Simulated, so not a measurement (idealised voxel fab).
process module | voxel spacer lines
cross-section cut | 190 nm wide | cells 5 nm
A cross-section is a grid of square cells, given in bands from the top down. A band is one or more rows of cells.
Each band's line starts with the height of the band's top and of its bottom, in nm. Then come its materials from left to right, each with its width in nm. One material with "throughout" fills the band from edge to edge. "air" is empty space.
Height 0 is the level under which the wafer as received is all one material. The lowest band goes on downwards, as in "0 down".
A width such as "30 to 40" changes by the same amount from each row of cells to the next, from the band's top row to its bottom row.
"no change" after a step means that no cell of the cross-section changed.
closed voids: empty space of 8 cells or more with no open way to the top, each as width x height at its distance from the left edge, in nm
after a step's settings: what the simulator itself notes on the step
overlay nm, on a step with a mask: how far to the right of its planned place the mask lay; to the left if negative
plan
1 op RECEIVE | material Si
2 op CONFORMAL_DEP | material Al2O3 | thk nm 10
3 op DIRECTIONAL_DEP | material TiN | thk nm 10
4 op DIRECTIONAL_DEP | material aC | thk nm 30
5 op PATTERN | tone cover | mask id MANDREL | material resist | width nm 15 | pitch nm 50 | thk nm 40 | overlay nm 0
6 op DIRECTIONAL_ETCH | etch materials aC | depth nm 30
7 op STRIP | etch materials resist
8 op CONFORMAL_DEP | material SiN | thk nm 10
9 op DIRECTIONAL_ETCH | etch materials SiN | depth nm 10
10 op STRIP | etch materials aC
11 op DIRECTIONAL_ETCH | etch materials TiN | depth nm 10
12 op STRIP | etch materials SiN
as received, after step 1
  0 down: Si throughout
  closed voids: none
a wafer at the end: this start, this plan, one mistake
  10 to 0: air 50 | TiN 10 | air 15 | TiN 10 | air 15 | TiN 10 | air 15 | TiN 10 | air 55
  0 down: Si throughout
  closed voids: none
what went wrong: step 2 was left out
